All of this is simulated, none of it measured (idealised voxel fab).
process module | voxel capacitor over wiring
cross-section cut | 285 nm wide | cells 5 nm
A cross-section is a grid of square cells, given in bands from the top down. A band is one or more rows of cells.
Each band's line starts with the height of the band's top and of its bottom, in nm. Then come its materials from left to right, each with its width in nm. One material with "throughout" fills the band from edge to edge. "air" is empty space.
Height 0 is the level under which the wafer as received is all one material. The lowest band goes on downwards, as in "0 down".
A width such as "30 to 40" changes by the same amount from each row of cells to the next, from the band's top row to its bottom row.
"no change" after a step means that no cell of the cross-section changed.
closed voids: empty space of 8 cells or more with no open way to the top, each as width x height at its distance from the left edge, in nm
after a step's settings: what the simulator itself notes on the step
overlay nm, on a step with a mask: how far to the right of its planned place the mask lay; to the left if negative
plan
1 op RECEIVE | material Si
2 op CONFORMAL_DEP | material SiO2 | thk nm 15
3 op DIRECTIONAL_DEP | material TiN | thk nm 5
4 op DIRECTIONAL_DEP | material W | thk nm 25
5 op MASKED_ETCH | tone cover | mask id METAL_1 | width nm 20 | pitch nm 85 | etch materials W | depth nm 25 | overlay nm 0
6 op MASKED_ETCH | tone cover | mask id METAL_1 | width nm 20 | pitch nm 85 | etch materials TiN | depth nm 5 | overlay nm 0
7 op CONFORMAL_DEP | material SiCN | thk nm 5
8 op FILL_DEP | material SiO2 | thk nm 5
9 op CMP | height nm 45
10 op CONFORMAL_DEP | material SiCN | thk nm 5
11 op DIRECTIONAL_DEP | material SiO2 | thk nm 15
12 op PATTERN | tone open | mask id PLUG_1 | material resist | width nm 15 | thk nm 20 | overlay nm 0
13 op DIRECTIONAL_ETCH | etch materials SiO2 | depth nm 15
14 op DIRECTIONAL_ETCH | etch materials SiCN | depth nm 5
15 op STRIP | etch materials resist
16 op EPI | material Ru | thk nm 10
17 op EPI | material Ru | thk nm 10
18 op DIRECTIONAL_DEP | material TiN | thk nm 5
19 op DIRECTIONAL_DEP | material SiN | thk nm 5
20 op DIRECTIONAL_DEP | material TiN | thk nm 5
21 op MASKED_ETCH | tone cover | mask id UPPER_PLATE | width nm 70 | etch materials TiN | depth nm 5 | overlay nm 0
22 op MASKED_ETCH | tone cover | mask id UPPER_PLATE | width nm 70 | etch materials SiN | depth nm 5 | overlay nm 0
23 op MASKED_ETCH | tone cover | mask id LOWER_PLATE | width nm 80 | etch materials TiN | depth nm 5 | overlay nm 0
24 op FILL_DEP | material SiO2 | thk nm 20
25 op CMP | height nm 95
26 op PATTERN | tone open | mask id PLUG_2 | material resist | width nm 15 | thk nm 15 | overlay nm 0
27 op DIRECTIONAL_ETCH | etch materials SiO2 | depth nm 15
28 op STRIP | etch materials resist
29 op CONFORMAL_DEP | material TiN | thk nm 5
30 op FILL_DEP | material Cu | thk nm 5
31 op CMP | height nm 95
32 op CONFORMAL_DEP | material SiN | thk nm 5
first wafer, as planned
as received, after step 1
  0 down: Si throughout
  closed voids: none
after step 2
  15 to 0: SiO2 throughout
  below 0: unchanged
after step 3
  20 to 15: TiN throughout
  below 15: unchanged
after step 4
  45 to 20: W throughout
  below 20: unchanged
after step 5
  45 to 20: air 90 | W 20 | air 65 | W 20 | air 90
  below 20: unchanged
after step 6
  45 to 20: air 90 | W 20 | air 65 | W 20 | air 90
  20 to 15: air 90 | TiN 20 | air 65 | TiN 20 | air 90
  below 15: unchanged
after step 7
  50 to 45: air 85 | SiCN 30 | air 55 | SiCN 30 | air 85
  45 to 20: air 85 | SiCN 5 | W 20 | SiCN 5 | air 55 | SiCN 5 | W 20 | SiCN 5 | air 85
  20 to 15: SiCN 90 | TiN 20 | SiCN 65 | TiN 20 | SiCN 90
  below 15: unchanged
after step 8
  55 to 50: SiO2 throughout
  50 to 45: SiO2 85 | SiCN 30 | SiO2 55 | SiCN 30 | SiO2 85
  45 to 20: SiO2 85 | SiCN 5 | W 20 | SiCN 5 | SiO2 55 | SiCN 5 | W 20 | SiCN 5 | SiO2 85
  below 20: unchanged
after step 9
  45 to 20: SiO2 85 | SiCN 5 | W 20 | SiCN 5 | SiO2 55 | SiCN 5 | W 20 | SiCN 5 | SiO2 85
  below 20: unchanged
after step 10
  50 to 45: SiCN throughout
  below 45: unchanged
after step 11
  65 to 50: SiO2 throughout
  below 50: unchanged
after step 12
  85 to 65: resist 95 | air 15 | resist 175
  below 65: unchanged
after step 13
  85 to 65: resist 95 | air 15 | resist 175
  65 to 50: SiO2 95 | air 15 | SiO2 175
  below 50: unchanged
after step 14
  85 to 65: resist 95 | air 15 | resist 175
  65 to 50: SiO2 95 | air 15 | SiO2 175
  50 to 45: SiCN 95 | air 15 | SiCN 175
  below 45: unchanged
after step 15
  65 to 50: SiO2 95 | air 15 | SiO2 175
  below 50: unchanged
after step 16
  65 to 55: SiO2 95 | air 15 | SiO2 175
  55 to 50: SiO2 95 | Ru 15 | SiO2 175
  50 to 45: SiCN 95 | Ru 15 | SiCN 175
  below 45: unchanged
after step 17
  65 to 50: SiO2 95 | Ru 15 | SiO2 175
  below 50: unchanged
after step 18
  70 to 65: TiN throughout
  below 65: unchanged
after step 19
  75 to 70: SiN throughout
  below 70: unchanged
after step 20
  80 to 75: TiN throughout
  below 75: unchanged
after step 21
  80 to 75: air 95 | TiN 70 | air 120
  below 75: unchanged
after step 22
  80 to 75: air 95 | TiN 70 | air 120
  75 to 70: air 95 | SiN 70 | air 120
  below 70: unchanged
after step 23
  80 to 75: air 95 | TiN 70 | air 120
  75 to 70: air 95 | SiN 70 | air 120
  70 to 65: air 90 | TiN 80 | air 115
  below 65: unchanged
after step 24
  100 to 80: SiO2 throughout
  80 to 75: SiO2 95 | TiN 70 | SiO2 120
  75 to 70: SiO2 95 | SiN 70 | SiO2 120
  70 to 65: SiO2 90 | TiN 80 | SiO2 115
  below 65: unchanged
after step 25
  95 to 80: SiO2 throughout
  below 80: unchanged
after step 26
  110 to 95: resist 105 | air 15 | resist 165
  below 95: unchanged
after step 27
  110 to 95: resist 105 | air 15 | resist 165
  95 to 80: SiO2 105 | air 15 | SiO2 165
  below 80: unchanged
after step 28
  95 to 80: SiO2 105 | air 15 | SiO2 165
  below 80: unchanged
after step 29
  100 to 95: TiN 110 | air 5 | TiN 170
  95 to 85: SiO2 105 | TiN 5 | air 5 | TiN 5 | SiO2 165
  85 to 75: SiO2 105 to 95 | TiN 15 to 70 | SiO2 165 to 120
  below 75: unchanged
after step 30
  105 to 100: Cu throughout
  100 to 95: TiN 110 | Cu 5 | TiN 170
  95 to 85: SiO2 105 | TiN 5 | Cu 5 | TiN 5 | SiO2 165
  below 85: unchanged
after step 31
  95 to 85: SiO2 105 | TiN 5 | Cu 5 | TiN 5 | SiO2 165
  below 85: unchanged
after step 32
  100 to 95: SiN throughout
  below 95: unchanged
second wafer: like start, like plan, one mistake. Through step 15 it matches the first wafer
when step 17 should have ended
  75 to 65: air 85 | Ru 35 | air 165
  65 to 50: SiO2 95 | Ru 15 | SiO2 175
  50 to 45: SiCN 95 | Ru 15 | SiCN 175
  below 45: unchanged
when step 18 should have ended
  80 to 75: air 85 | TiN 35 | air 165
  75 to 70: air 85 | Ru 35 | air 165
  70 to 65: TiN 85 | Ru 35 | TiN 165
  below 65: unchanged
when step 19 should have ended
  85 to 80: air 85 | SiN 35 | air 165
  80 to 75: air 85 | TiN 35 | air 165
  75 to 70: SiN 85 | Ru 35 | SiN 165
  below 70: unchanged
when step 20 should have ended
  90 to 85: air 85 | TiN 35 | air 165
  85 to 80: air 85 | SiN 35 | air 165
  80 to 75: TiN throughout
  below 75: unchanged
when step 21 should have ended
  90 to 85: air 95 | TiN 25 | air 165
  85 to 80: air 85 | SiN 35 | air 165
  80 to 75: air 85 | TiN 80 | air 120
  below 75: unchanged
when step 22 should have ended
  90 to 85: air 95 | TiN 25 | air 165
  85 to 80: air 95 | SiN 25 | air 165
  80 to 75: air 85 | TiN 80 | air 120
  75 to 70: air 85 | Ru 35 | SiN 45 | air 120
  below 70: unchanged
when step 23 should have ended
  90 to 85: air 95 | TiN 25 | air 165
  85 to 80: air 95 | SiN 25 | air 165
  80 to 75: air 90 | TiN 75 | air 120
  75 to 70: air 85 | Ru 35 | SiN 45 | air 120
  70 to 65: air 85 | Ru 35 | TiN 50 | air 115
  below 65: unchanged
when step 24 should have ended
  110 to 90: SiO2 throughout
  90 to 85: SiO2 95 | TiN 25 | SiO2 165
  85 to 80: SiO2 95 | SiN 25 | SiO2 165
  80 to 75: SiO2 90 | TiN 75 | SiO2 120
  75 to 70: SiO2 85 | Ru 35 | SiN 45 | SiO2 120
  70 to 65: SiO2 85 | Ru 35 | TiN 50 | SiO2 115
  below 65: unchanged
when step 25 should have ended
  95 to 90: SiO2 throughout
  below 90: unchanged
when step 26 should have ended
  110 to 95: resist 105 | air 15 | resist 165
  below 95: unchanged
when step 27 should have ended
  110 to 95: resist 105 | air 15 | resist 165
  95 to 90: SiO2 105 | air 15 | SiO2 165
  below 90: unchanged
when step 28 should have ended
  95 to 90: SiO2 105 | air 15 | SiO2 165
  below 90: unchanged
when step 29 should have ended
  100 to 95: TiN 110 | air 5 | TiN 170
  95 to 85: SiO2 105 to 95 | TiN 15 to 25 | SiO2 165
  below 85: unchanged
when step 30 should have ended
  105 to 100: Cu throughout
  100 to 95: TiN 110 | Cu 5 | TiN 170
  below 95: unchanged
when step 31 should have ended
  95 to 85: SiO2 105 to 95 | TiN 15 to 25 | SiO2 165
  below 85: unchanged
when step 32 should have ended
  100 to 95: SiN throughout
  below 95: unchanged
what went wrong: one of the steps 16 and 17, which are alike, was run twice
at the end the second wafer has, in cells: 2 fewer of Cu | 14 more of Ru | 8 fewer of SiO2 | 4 fewer of TiN
